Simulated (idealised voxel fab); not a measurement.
Presented below is a process module, voxel capacitor over wiring.
195 nm wide, 5 nm square cells: that's cross-section cut.
For the purposes of this document, a cross-section shall be understood as a grid of square cells, specified as bands listed in top-to-bottom order, each band consisting of one or more rows of cells.
Read a band's entry like this: the first values are the height of its top and the height of its bottom in nm, and what follows is the sequence of materials from left to right, each with its width in nm. Note that "empty" is empty space, and that a single material marked "throughout" reaches across the band from edge to edge.
For the purposes of this specification, 0 denotes the height below which the wafer in its as-received condition is composed wholly of one material, and the lowermost band, lacking a lower limit, extends downward without end, as expressed in "from 0 down".
Note: "30->40" means the width goes from the first number (top row of the band) to the second number (bottom row) in equal steps per row of cells.
Any step labelled "nothing changed" changed none of the cells in the cross-section.
Heads up: "Closed void list" only lists the empty pockets with no open path to the top that are 8 cells or more, and it writes them as width x height at distance, distance from the left edge, in nm.
It should be noted that, on the line of a given step, the content following the step's settings is a remark produced by the simulator itself with respect to that step.
If you see "overlay nm" on a step's line and that step has a mask, it's telling you how far right of where it was planned the mask ended up; a negative number means it went left instead.

Process steps foreseen in the plan:
1. RECEIVE [material Si]
2. CONFORMAL_DEP [material SiO2] [thk nm 15]
3. DIRECTIONAL_DEP [material TiN] [thk nm 5]
4. DIRECTIONAL_DEP [material W] [thk nm 15]
5. DIRECTIONAL_DEP [material aC] [thk nm 15]
6. PATTERN [tone cover] [mask id METAL_1] [material resist] [width nm 20] [pitch nm 75] [thk nm 35] [overlay nm 0]
7. DIRECTIONAL_ETCH [etch materials aC] [depth nm 15]
8. STRIP [etch materials resist]
9. DIRECTIONAL_ETCH [etch materials W] [depth nm 15]
10. DIRECTIONAL_ETCH [etch materials TiN] [depth nm 5]
11. STRIP [etch materials aC]
12. CONFORMAL_DEP [material SiCN] [thk nm 5]
13. FILL_DEP [material lowk] [thk nm 5]
14. CMP [height nm 35]
15. CONFORMAL_DEP [material SiCN] [thk nm 5]
16. DIRECTIONAL_DEP [material lowk] [thk nm 10]
17. DIRECTIONAL_DEP [material aC] [thk nm 15]
18. PATTERN [tone open] [mask id PLUG_1] [material resist] [width nm 15] [thk nm 35] [overlay nm 0]
19. DIRECTIONAL_ETCH [etch materials aC] [depth nm 15]
20. STRIP [etch materials resist]
21. DIRECTIONAL_ETCH [etch materials lowk] [depth nm 10]
22. DIRECTIONAL_ETCH [etch materials SiCN] [depth nm 5]
23. STRIP [etch materials aC]
24. EPI [material Ru] [thk nm 10]
25. EPI [material Ru] [thk nm 5]
26. DIRECTIONAL_DEP [material TiN] [thk nm 5]
27. DIRECTIONAL_DEP [material Al2O3] [thk nm 5]
28. DIRECTIONAL_DEP [material TiN] [thk nm 10]
29. MASKED_ETCH [tone cover] [mask id UPPER_PLATE] [width nm 60] [etch materials TiN] [depth nm 10] [overlay nm 0]
30. MASKED_ETCH [tone cover] [mask id UPPER_PLATE] [width nm 60] [etch materials Al2O3] [depth nm 5] [overlay nm 0]
31. DIRECTIONAL_DEP [material aC] [thk nm 15]
32. PATTERN [tone cover] [mask id LOWER_PLATE] [material resist] [width nm 70] [thk nm 30] [overlay nm 0]
33. DIRECTIONAL_ETCH [etch materials aC] [depth nm 15]
34. STRIP [etch materials resist]
35. DIRECTIONAL_ETCH [etch materials TiN] [depth nm 5]
36. STRIP [etch materials aC]
37. FILL_DEP [material SiO2] [thk nm 20]
38. CMP [height nm 85]
39. MASKED_ETCH [tone open] [mask id PLUG_2] [width nm 15] [etch materials SiO2] [depth nm 15] [overlay nm 0]
40. CONFORMAL_DEP [material TiN] [thk nm 5]
41. FILL_DEP [material Cu] [thk nm 5]
42. CMP [height nm 85]
43. CONFORMAL_DEP [material SiCN] [thk nm 5]

Received-state cross-section, reflecting completion of step 1:
- from 0 down | Si throughout
- Closed void list: none

Final wafer profile in cross-section after the module, from the same start and plan as above, with one mistake made during processing:
- from 90 to 85 | SiCN throughout
- from 85 to 75 | 65 of SiO2, then 5 of TiN, then 5 of Cu, then 5 of TiN, then 115 of SiO2
- from 75 to 70 | 65 of SiO2, then 15 of TiN, then 115 of SiO2
- from 70 to 65 | 50 of SiO2, then 5 of TiN, then 60 of SiO2, then 5 of TiN, then 75 of SiO2
- from 65 to 60 | 55 of TiN, then 60 of SiO2, then 80 of TiN
- from 60 to 55 | Al2O3 throughout
- from 55 to 50 | TiN throughout
- from 50 to 40 | 55 of lowk, then 15 of Ru, then 125 of lowk
- from 40 to 35 | 55 of SiCN, then 15 of Ru, then 125 of SiCN
- from 35 to 20 | 45 of lowk, then 5 of SiCN, then 20 of W, then 5 of SiCN, then 45 of lowk, then 5 of SiCN, then 20 of W, then 5 of SiCN, then 45 of lowk
- from 20 to 15 | 50 of SiCN, then 20 of TiN, then 55 of SiCN, then 20 of TiN, then 50 of SiCN
- from 15 to 0 | SiO2 throughout
- from 0 down | Si throughout
- Closed void list: none
what went wrong: the process deviated at step 29: the operation and settings actually run there were MASKED_ETCH [tone open] [mask id UPPER_PLATE] [width nm 60] [etch materials TiN] [depth nm 10] [overlay nm 0]
